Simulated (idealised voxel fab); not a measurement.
Process module in this document: voxel double patterning
This is section cut - it's 240 nm across, gridded in 5 nm square cells.
In this document a cross-section is written as a grid of square cells. It is given as a series of bands, listed from the top down, and a band is one or more rows of cells.
What a band's entry tells you: where the top is and where the bottom is, as heights in nm, and after that what lies inside, material by material from left to right, each with its width in nm. Empty space is written as the word "empty", and a single material marked with the word "all across" occupies the band from edge to edge.
Counting heights begins at 0, where everything beneath is, in the wafer as received, one material. The lowest band has no bottom; it goes on downwards, as "0 -> down" shows.
A width such as "30->40" changes by the same amount from each row of cells to the next, from the band's top row to its bottom row.
The cross-section has no changed cell in any step marked "no change occurred".
Enclosed voids (no open way to top), threshold 8 cells or more, entry "Unvented internal voids", notation width x height at distance, distance from left edge, nm.
after a step's settings: what the simulator itself notes on the step
overlay nm: where the mask lay relative to plan, measured to the right, on steps with a mask; negatives go left.
Reading guide: pairs of cross-sections, before and after one process step; after view cut off at lowest changed band; step and settings listed under each pair. Pairs may stem from different runs of this module on the same starting wafer; continuity with the pair above only where the "Before this step" entry states it.
## Before this step
> 25 -> 20 | SiCN 55 nm  empty 25 nm  SiCN 5 nm  empty 15 nm  SiCN 5 nm  empty 25 nm  SiCN 5 nm  empty 15 nm  SiCN 5 nm  empty 25 nm  SiCN 60 nm
> 20 -> 5 | polySi 55 nm  empty 25 nm  polySi 5 nm  empty 15 nm  polySi 5 nm  empty 25 nm  polySi 5 nm  empty 15 nm  polySi 5 nm  empty 25 nm  polySi 60 nm
> 5 -> 0 | SiO2 all across
> 0 -> down | Si all across
> Unvented internal voids: none
## Section, Post-Step
> 20 -> 5 | polySi 55 nm  empty 25 nm  polySi 5 nm  empty 15 nm  polySi 5 nm  empty 25 nm  polySi 5 nm  empty 15 nm  polySi 5 nm  empty 25 nm  polySi 60 nm
> For the remainder of the cross-section, below 5, there is no change.
> Unvented internal voids: none
Between the two cross-sections you see above, the step is op STRIP | etch materials SiCN
## Before this step
> 25 -> 20 | SiCN all across
> 20 -> 5 | polySi all across
> 5 -> 0 | SiO2 all across
> 0 -> down | Si all across
> Unvented internal voids: none
## Section, Post-Step
> 25 -> 20 | SiCN 55 nm  empty 15 nm  SiCN 35 nm  empty 15 nm  SiCN 35 nm  empty 15 nm  SiCN 70 nm
> For the remainder of the cross-section, below 20, there is no change.
> Unvented internal voids: none
Between the two cross-sections you see above, the step is op MASKED_ETCH | tone open | mask id FIRST | width nm 15 | pitch nm 50 | etch materials SiCN | depth nm 5 | overlay nm -5
Before this step: the cross-section after the pair above
## Section, Post-Step
> 35 -> 30 | aC 55 nm  empty 15 nm  aC 35 nm  empty 15 nm  aC 35 nm  empty 15 nm  aC 70 nm
> 30 -> 25 | aC all across
> 25 -> 20 | SiCN 55 nm  aC 15 nm  SiCN 35 nm  aC 15 nm  SiCN 35 nm  aC 15 nm  SiCN 70 nm
> For the remainder of the cross-section, below 20, there is no change.
> Unvented internal voids: none
Between the two cross-sections you see above, the step is op DIRECTIONAL_DEP | material aC | thk nm 10
Before this step: the cross-section after the pair above
## Section, Post-Step
> 60 -> 35 | resist 85 nm  empty 15 nm  resist 35 nm  empty 15 nm  resist 90 nm
> 35 -> 30 | aC 55 nm  resist 15 nm  aC 35 nm  resist 15 nm  aC 35 nm  resist 15 nm  aC 70 nm
> For the remainder of the cross-section, below 30, there is no change.
> Unvented internal voids: none
Between the two cross-sections you see above, the step is op PATTERN | tone open | mask id SECOND | material resist | width nm 15 | pitch nm 50 | thk nm 25 | overlay nm 0
Before this step: the cross-section after the pair above
## Section, Post-Step
> 50 -> 35 | resist 85 nm  empty 15 nm  resist 35 nm  empty 15 nm  resist 90 nm
> 35 -> 30 | aC 55 nm  resist 15 nm  aC 15 nm  empty 15 nm  aC 5 nm  resist 15 nm  aC 15 nm  empty 15 nm  aC 5 nm  resist 15 nm  aC 70 nm
> 30 -> 25 | aC 85 nm  empty 15 nm  aC 35 nm  empty 15 nm  aC 90 nm
> For the remainder of the cross-section, below 25, there is no change.
> Unvented internal voids: none
Between the two cross-sections you see above, the step is op DIRECTIONAL_ETCH | etch materials aC | depth nm 10
Before this step: the cross-section after the pair above
## Section, Post-Step
> 35 -> 30 | aC 55 nm  empty 15 nm  aC 15 nm  empty 15 nm  aC 5 nm  empty 15 nm  aC 15 nm  empty 15 nm  aC 5 nm  empty 15 nm  aC 70 nm
> For the remainder of the cross-section, below 30, there is no change.
> Unvented internal voids: none
Between the two cross-sections you see above, the step is op STRIP | etch materials resist
Before this step: the cross-section after the pair above
## Section, Post-Step
> 35 -> 30 | aC 55 nm  empty 15 nm  aC 15 nm  empty 15 nm  aC 5 nm  empty 15 nm  aC 15 nm  empty 15 nm  aC 5 nm  empty 15 nm  aC 70 nm
> 30 -> 25 | aC 85 nm  empty 15 nm  aC 35 nm  empty 15 nm  aC 90 nm
> 25 -> 20 | SiCN 55 nm  aC 15 nm  SiCN 15 nm  empty 15 nm  SiCN 5 nm  aC 15 nm  SiCN 15 nm  empty 15 nm  SiCN 5 nm  aC 15 nm  SiCN 70 nm
> For the remainder of the cross-section, below 20, there is no change.
> Unvented internal voids: none
Between the two cross-sections you see above, the step is op DIRECTIONAL_ETCH | etch materials SiCN | depth nm 5
Before this step: the cross-section after the pair above
## Section, Post-Step
> 25 -> 20 | SiCN 55 nm  empty 15 nm  SiCN 15 nm  empty 15 nm  SiCN 5 nm  empty 15 nm  SiCN 15 nm  empty 15 nm  SiCN 5 nm  empty 15 nm  SiCN 70 nm
> For the remainder of the cross-section, below 20, there is no change.
> Unvented internal voids: none
Between the two cross-sections you see above, the step is op STRIP | etch materials aC
Before this step: the cross-section after the pair above
## Section, Post-Step
> 25 -> 20 | SiCN 55 nm  empty 15 nm  SiCN 15 nm  empty 15 nm  SiCN 5 nm  empty 15 nm  SiCN 15 nm  empty 15 nm  SiCN 5 nm  empty 15 nm  SiCN 70 nm
> 20 -> 5 | polySi 55 nm  empty 15 nm  polySi 15 nm  empty 15 nm  polySi 5 nm  empty 15 nm  polySi 15 nm  empty 15 nm  polySi 5 nm  empty 15 nm  polySi 70 nm
> For the remainder of the cross-section, below 5, there is no change.
> Unvented internal voids: none
Between the two cross-sections you see above, the step is op DIRECTIONAL_ETCH | etch materials polySi | depth nm 15
Before this step: the cross-section after the pair above
## Section, Post-Step
> 20 -> 5 | polySi 55 nm  empty 15 nm  polySi 15 nm  empty 15 nm  polySi 5 nm  empty 15 nm  polySi 15 nm  empty 15 nm  polySi 5 nm  empty 15 nm  polySi 70 nm
> For the remainder of the cross-section, below 5, there is no change.
> Unvented internal voids: none
Between the two cross-sections you see above, the step is op STRIP | etch materials SiCN
## Before this step
> 25 -> 20 | SiCN 60 nm  empty 15 nm  SiCN 35 nm  empty 15 nm  SiCN 35 nm  empty 15 nm  SiCN 65 nm
> 20 -> 5 | polySi all across
> 5 -> 0 | SiO2 all across
> 0 -> down | Si all across
> Unvented internal voids: none
## Section, Post-Step
> 35 -> 30 | SiO2 60 nm  empty 15 nm  SiO2 35 nm  empty 15 nm  SiO2 35 nm  empty 15 nm  SiO2 65 nm
> 30 -> 25 | SiO2 all across
> 25 -> 20 | SiCN 60 nm  SiO2 15 nm  SiCN 35 nm  SiO2 15 nm  SiCN 35 nm  SiO2 15 nm  SiCN 65 nm
> For the remainder of the cross-section, below 20, there is no change.
> Unvented internal voids: none
Between the two cross-sections you see above, the step is op DIRECTIONAL_DEP | material SiO2 | thk nm 10
Before this step: the cross-section after the pair above
## Section, Post-Step
> 60 -> 35 | resist 85 nm  empty 15 nm  resist 35 nm  empty 15 nm  resist 90 nm
> 35 -> 30 | SiO2 60 nm  resist 15 nm  SiO2 35 nm  resist 15 nm  SiO2 35 nm  resist 15 nm  SiO2 65 nm
> For the remainder of the cross-section, below 30, there is no change.
> Unvented internal voids: none
Between the two cross-sections you see above, the step is op PATTERN | tone open | mask id SECOND | material resist | width nm 15 | pitch nm 50 | thk nm 25 | overlay nm 0
Before this step: the cross-section after the pair above
## Section, Post-Step
> 50 -> 35 | resist 85 nm  empty 15 nm  resist 35 nm  empty 15 nm  resist 90 nm
> For the remainder of the cross-section, below 35, there is no change.
> Unvented internal voids: none
Between the two cross-sections you see above, the step is op DIRECTIONAL_ETCH | etch materials aC | depth nm 10
Before this step: the cross-section after the pair above
## Section, Post-Step
> 35 -> 30 | SiO2 60 nm  empty 15 nm  SiO2 35 nm  empty 15 nm  SiO2 35 nm  empty 15 nm  SiO2 65 nm
> For the remainder of the cross-section, below 30, there is no change.
> Unvented internal voids: none
Between the two cross-sections you see above, the step is op STRIP | etch materials resist
## Before this step
> 25 -> 20 | SiCN all across
> 20 -> 5 | polySi all across
> 5 -> 0 | SiO2 all across
> 0 -> down | Si all across
> Unvented internal voids: none
## Section, Post-Step
> 25 -> 20 | empty 60 nm  SiCN 15 nm  empty 35 nm  SiCN 15 nm  empty 35 nm  SiCN 15 nm  empty 65 nm
> For the remainder of the cross-section, below 20, there is no change.
> Unvented internal voids: none
Between the two cross-sections you see above, the step is op MASKED_ETCH | tone cover | mask id FIRST | width nm 15 | pitch nm 50 | etch materials SiCN | depth nm 5 | overlay nm 0
Before this step: the cross-section after the pair above
## Section, Post-Step
> 35 -> 30 | empty 60 nm  aC 15 nm  empty 35 nm  aC 15 nm  empty 35 nm  aC 15 nm  empty 65 nm
> 30 -> 25 | aC all across
> 25 -> 20 | aC 60 nm  SiCN 15 nm  aC 35 nm  SiCN 15 nm  aC 35 nm  SiCN 15 nm  aC 65 nm
> For the remainder of the cross-section, below 20, there is no change.
> Unvented internal voids: none
Between the two cross-sections you see above, the step is op DIRECTIONAL_DEP | material aC | thk nm 10
Before this step: the cross-section after the pair above
## Section, Post-Step
> 60 -> 35 | resist 85 nm  empty 15 nm  resist 35 nm  empty 15 nm  resist 90 nm
> 35 -> 30 | resist 60 nm  aC 15 nm  resist 10 nm  empty 15 nm  resist 10 nm  aC 15 nm  resist 10 nm  empty 15 nm  resist 10 nm  aC 15 nm  resist 65 nm
> For the remainder of the cross-section, below 30, there is no change.
> Unvented internal voids: none
Between the two cross-sections you see above, the step is op PATTERN | tone open | mask id SECOND | material resist | width nm 15 | pitch nm 50 | thk nm 25 | overlay nm 0
Before this step: the cross-section after the pair above
## Section, Post-Step
> 50 -> 35 | resist 85 nm  empty 15 nm  resist 35 nm  empty 15 nm  resist 90 nm
> 35 -> 30 | resist 60 nm  aC 15 nm  resist 10 nm  empty 15 nm  resist 10 nm  aC 15 nm  resist 10 nm  empty 15 nm  resist 10 nm  aC 15 nm  resist 65 nm
> 30 -> 25 | aC 85 nm  empty 15 nm  aC 35 nm  empty 15 nm  aC 90 nm
> 25 -> 20 | aC 60 nm  SiCN 15 nm  aC 10 nm  empty 15 nm  aC 10 nm  SiCN 15 nm  aC 10 nm  empty 15 nm  aC 10 nm  SiCN 15 nm  aC 65 nm
> For the remainder of the cross-section, below 20, there is no change.
> Unvented internal voids: none
Between the two cross-sections you see above, the step is op DIRECTIONAL_ETCH | etch materials aC | depth nm 10
Before this step: the cross-section after the pair above
## Section, Post-Step
> 35 -> 30 | empty 60 nm  aC 15 nm  empty 35 nm  aC 15 nm  empty 35 nm  aC 15 nm  empty 65 nm
> For the remainder of the cross-section, below 30, there is no change.
> Unvented internal voids: none
Between the two cross-sections you see above, the step is op STRIP | etch materials resist
Before this step: the cross-section after the pair above
## Section, Post-Step
> 25 -> 20 | empty 60 nm  SiCN 15 nm  empty 35 nm  SiCN 15 nm  empty 35 nm  SiCN 15 nm  empty 65 nm
> For the remainder of the cross-section, below 20, there is no change.
> Unvented internal voids: none
Between the two cross-sections you see above, the step is op STRIP | etch materials aC
Before this step: the cross-section after the pair above
## Section, Post-Step
> 25 -> 20 | empty 60 nm  SiCN 15 nm  empty 35 nm  SiCN 15 nm  empty 35 nm  SiCN 15 nm  empty 65 nm
> 20 -> 5 | empty 60 nm  polySi 15 nm  empty 35 nm  polySi 15 nm  empty 35 nm  polySi 15 nm  empty 65 nm
> For the remainder of the cross-section, below 5, there is no change.
> Unvented internal voids: none
Between the two cross-sections you see above, the step is op DIRECTIONAL_ETCH | etch materials polySi | depth nm 15
Before this step: the cross-section after the pair above
## Section, Post-Step
> 20 -> 5 | empty 60 nm  polySi 15 nm  empty 35 nm  polySi 15 nm  empty 35 nm  polySi 15 nm  empty 65 nm
> For the remainder of the cross-section, below 5, there is no change.
> Unvented internal voids: none
Between the two cross-sections you see above, the step is op STRIP | etch materials SiCN
